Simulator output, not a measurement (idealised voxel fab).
Name of the process module below: voxel air gaps
It is cross-section cut that appears here, measuring 175 nm in width, its square cells being 5 nm in size.
A cross-section is a grid of square cells, given in bands from the top down. A band is one or more rows of cells. This entry defines a band. It first specifies the height of the band's top and the height of its bottom in nm, and then specifies the band's materials from left to right, stating each material with its width in nm. The word "all across" identifies a single material that fills the band from edge to edge, while the word "blank" identifies empty space. Heights are reckoned from 0. Under this level, the received wafer is all of one material. The bottommost band is open-ended downward, for example "0 nm and below". Read "30->40" as a graded width: first number on top, second number at the bottom, same change between each pair of neighbouring rows. A step reported as "no change" is a step in which no cell of the cross-section changed. "Closed-off voids" specifies each empty space that is not open to the top and that occupies no fewer than 8 cells, using the form width x height at distance, the distance measured from the left edge and all three quantities in nm. If you see something after the settings on a step's line, that's the simulator's own remark about that step. overlay nm: where the mask lay relative to plan, measured to the right, on steps with a mask; negatives go left.

The steps planned for the process are as follows
1,RECEIVE,material Si
2,CONFORMAL_DEP,material SiO2,thk nm 10
3,CONFORMAL_DEP,material SiCN,thk nm 5
4,DIRECTIONAL_DEP,material lowk,thk nm 40
5,DIRECTIONAL_DEP,material aC,thk nm 15
6,PATTERN,tone open,mask id LINES,material resist,width nm 15,pitch nm 40,thk nm 30,overlay nm 0
7,DIRECTIONAL_ETCH,etch materials aC,depth nm 15
8,STRIP,etch materials resist
9,DIRECTIONAL_ETCH,etch materials lowk,depth nm 40
10,STRIP,etch materials aC
11,CONFORMAL_DEP,material TiN,thk nm 5
12,FILL_DEP,material W,thk nm 5
13,CMP,height nm 55
14,EPI,material Ru,thk nm 10
15,SELECTIVE_ETCH,etch materials lowk,depth nm 50
16,CONFORMAL_DEP,material SiCN,thk nm 5

As received (post step 1): cross-section
	0 nm and below | Si all across
	Closed-off voids: none

Same starting wafer, same plan as above, one mistake in the execution; this is the cross-section at the end of the module
	70 nm to 65 nm | SiCN all across
	65 nm to 55 nm | Ru all across
	55 nm to 20 nm | 15 of W, 5 of TiN, 15 of lowk, 5 of TiN, 15 of W, 5 of TiN, 15 of lowk, 5 of TiN, 15 of W, 5 of TiN, 15 of lowk, 5 of TiN, 15 of W, 5 of TiN, 15 of lowk, 5 of TiN, 15 of W
	20 nm to 15 nm | 20 of TiN, 15 of lowk, 25 of TiN, 15 of lowk, 25 of TiN, 15 of lowk, 25 of TiN, 15 of lowk, 20 of TiN
	15 nm to 10 nm | SiCN all across
	10 nm to 0 nm | SiO2 all across
	0 nm and below | Si all across
	Closed-off voids: none
what went wrong: step 6 ran differently from the plan; actual operation with settings: PATTERN,tone cover,mask id LINES,material resist,width nm 15,pitch nm 40,thk nm 30,overlay nm 0
